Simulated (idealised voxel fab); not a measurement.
Process module name: voxel released beams
The figure presents cross-section cut, which has a width of 280 nm and is divided into square cells with an edge length of 5 nm.
When this document writes out a cross-section, it uses a grid of square cells and lists it as bands, beginning at the top and moving down, with a band standing for one or more rows of cells. Heads up on the band format: heights come first, top then bottom, in nm. After that it's the materials left to right, each with its width in nm. A single material flagged "everywhere" fills the whole band edge to edge, and "blank" means there's empty space there. Where do heights start? At 0: under that level the wafer as delivered is made of one material only. And the lowest band has no floor; it just carries on downward, as in "0 -> down". Width "30 to 40": first value at the band's top row of cells, second value at its bottom row, equal change from row to row. What does "remained unchanged" mean for a step? It means no cell of the cross-section changed in that step. Any empty space of 8 cells or more lacking an open way to the top shows up in "Trapped void list" as width x height at distance, distance from the left edge, in nm. On a step's line, text after the settings is the simulator commenting on that step. The "overlay nm" setting may appear on a step's line; for a step that uses a mask, it gives how far to the right of its planned position the mask lay, and a negative value indicates the left.
# The process steps that were planned are listed below
- 1: RECEIVE: material Si
- 2: CONFORMAL_DEP: material Al2O3, thk nm 10
- 3: DIRECTIONAL_DEP: material SiO2, thk nm 15
- 4: DIRECTIONAL_DEP: material aC, thk nm 15
- 5: PATTERN: tone open, mask id ANCHOR, material resist, width nm 40, thk nm 30, overlay nm 0
- 6: DIRECTIONAL_ETCH: etch materials aC, depth nm 15
- 7: STRIP: etch materials resist
- 8: DIRECTIONAL_ETCH: etch materials SiO2, depth nm 15
- 9: STRIP: etch materials aC
- 10: CONFORMAL_DEP: material SiN, thk nm 15
- 11: DIRECTIONAL_DEP: material aC, thk nm 15
- 12: PATTERN: tone cover, mask id BEAM, material resist, width nm 110, thk nm 35, overlay nm 0
- 13: DIRECTIONAL_ETCH: etch materials aC, depth nm 15
- 14: STRIP: etch materials resist
- 15: DIRECTIONAL_ETCH: etch materials SiN, depth nm 15
- 16: STRIP: etch materials aC
- 17: STRIP: etch materials SiO2
# On the first of the two wafers: run conducted according to plan
# Cross-section: wafer on arrival = after step 1
* 0 -> down  Si everywhere
* Trapped void list: none
# The wafer in cross-section once step 2 is complete
* 10 -> 0  Al2O3 everywhere
* Everything under 0 stays put, no change at all.
# The wafer in cross-section once step 3 is complete
* 25 -> 10  SiO2 everywhere
* Everything under 10 stays put, no change at all.
# The wafer in cross-section once step 4 is complete
* 40 -> 25  aC everywhere
* Everything under 25 stays put, no change at all.
# The wafer in cross-section once step 5 is complete
* 70 -> 40  85 nm resist, then 40 nm blank, then 155 nm resist
* Everything under 40 stays put, no change at all.
# The wafer in cross-section once step 6 is complete
* 55 -> 40  85 nm resist, then 40 nm blank, then 155 nm resist
* 40 -> 25  85 nm aC, then 40 nm blank, then 155 nm aC
* Everything under 25 stays put, no change at all.
# The wafer in cross-section once step 7 is complete
* 40 -> 25  85 nm aC, then 40 nm blank, then 155 nm aC
* Everything under 25 stays put, no change at all.
# The wafer in cross-section once step 8 is complete
* 40 -> 25  85 nm aC, then 40 nm blank, then 155 nm aC
* 25 -> 10  85 nm SiO2, then 40 nm blank, then 155 nm SiO2
* Everything under 10 stays put, no change at all.
# The wafer in cross-section once step 9 is complete
* 25 -> 10  85 nm SiO2, then 40 nm blank, then 155 nm SiO2
* Everything under 10 stays put, no change at all.
# The wafer in cross-section once step 10 is complete
* 40 -> 25  100 nm SiN, then 10 nm blank, then 170 nm SiN
* 25 -> 10  85 nm SiO2, then 40 nm SiN, then 155 nm SiO2
* Everything under 10 stays put, no change at all.
# The wafer in cross-section once step 11 is complete
* 55 -> 40  100 nm aC, then 10 nm blank, then 170 nm aC
* 40 -> 25  100 nm SiN, then 10 nm aC, then 170 nm SiN
* Everything under 25 stays put, no change at all.
# The wafer in cross-section once step 12 is complete
* 90 -> 55  80 nm blank, then 110 nm resist, then 90 nm blank
* 55 -> 40  100 nm aC, then 10 nm resist, then 170 nm aC
* Everything under 40 stays put, no change at all.
# The wafer in cross-section once step 13 is complete
* 75 -> 55  80 nm blank, then 110 nm resist, then 90 nm blank
* 55 -> 40  80 nm blank, then 20 nm aC, then 10 nm resist, then 80 nm aC, then 90 nm blank
* Everything under 40 stays put, no change at all.
# The wafer in cross-section once step 14 is complete
* 55 -> 40  80 nm blank, then 20 nm aC, then 10 nm blank, then 80 nm aC, then 90 nm blank
* Everything under 40 stays put, no change at all.
# The wafer in cross-section once step 15 is complete
* 55 -> 40  80 nm blank, then 20 nm aC, then 10 nm blank, then 80 nm aC, then 90 nm blank
* 40 -> 25  80 nm blank, then 20 nm SiN, then 10 nm aC, then 80 nm SiN, then 90 nm blank
* Everything under 25 stays put, no change at all.
# The wafer in cross-section once step 16 is complete
* 40 -> 25  80 nm blank, then 20 nm SiN, then 10 nm blank, then 80 nm SiN, then 90 nm blank
* Everything under 25 stays put, no change at all.
# The wafer in cross-section once step 17 is complete
* 40 -> 25  80 nm blank, then 20 nm SiN, then 10 nm blank, then 80 nm SiN, then 90 nm blank
* 25 -> 10  85 nm blank, then 40 nm SiN, then 155 nm blank
* Everything under 10 stays put, no change at all.
# The remaining wafer, second of the two, started like the first and was run to the same plan, except that one mistake was made along the way; the two coincide through step 9, inclusive
# Second wafer, cut view, end of step 10 per plan
* 30 -> 25  90 nm SiN, then 30 nm blank, then 160 nm SiN
* 25 -> 15  85 nm SiO2, then 5 nm SiN, then 30 nm blank, then 5 nm SiN, then 155 nm SiO2
* 15 -> 10  85 nm SiO2, then 40 nm SiN, then 155 nm SiO2
* Everything under 10 stays put, no change at all.
# Second wafer, cut view, end of step 11 per plan
* 45 -> 30  90 nm aC, then 30 nm blank, then 160 nm aC
* 30 -> 25  90 nm SiN, then 30 nm aC, then 160 nm SiN
* 25 -> 15  85 nm SiO2, then 5 nm SiN, then 30 nm aC, then 5 nm SiN, then 155 nm SiO2
* Everything under 15 stays put, no change at all.
# Second wafer, cut view, end of step 12 per plan
* 80 -> 45  80 nm blank, then 110 nm resist, then 90 nm blank
* 45 -> 30  90 nm aC, then 30 nm resist, then 160 nm aC
* Everything under 30 stays put, no change at all.
# Second wafer, cut view, end of step 13 per plan
* 65 -> 45  80 nm blank, then 110 nm resist, then 90 nm blank
* 45 -> 30  80 nm blank, then 10 nm aC, then 30 nm resist, then 70 nm aC, then 90 nm blank
* Everything under 30 stays put, no change at all.
# Second wafer, cut view, end of step 14 per plan
* 45 -> 30  80 nm blank, then 10 nm aC, then 30 nm blank, then 70 nm aC, then 90 nm blank
* Everything under 30 stays put, no change at all.
# Second wafer, cut view, end of step 15 per plan
* 45 -> 30  80 nm blank, then 10 nm aC, then 30 nm blank, then 70 nm aC, then 90 nm blank
* 30 -> 25  80 nm blank, then 10 nm SiN, then 30 nm aC, then 70 nm SiN, then 90 nm blank
* Everything under 25 stays put, no change at all.
# Second wafer, cut view, end of step 16 per plan
* 30 -> 25  80 nm blank, then 10 nm SiN, then 30 nm blank, then 70 nm SiN, then 90 nm blank
* 25 -> 15  85 nm SiO2, then 5 nm SiN, then 30 nm blank, then 5 nm SiN, then 155 nm SiO2
* Everything under 15 stays put, no change at all.
# Second wafer, cut view, end of step 17 per plan
* 30 -> 25  80 nm blank, then 10 nm SiN, then 30 nm blank, then 70 nm SiN, then 90 nm blank
* 25 -> 15  85 nm blank, then 5 nm SiN, then 30 nm blank, then 5 nm SiN, then 155 nm blank
* 15 -> 10  85 nm blank, then 40 nm SiN, then 155 nm blank
* Everything under 10 stays put, no change at all.
Diagnosis: step 10 did not happen as planned, as run it was CONFORMAL_DEP: material SiN, thk nm 5
at the end the second wafer has, in cells: 56 fewer of SiN
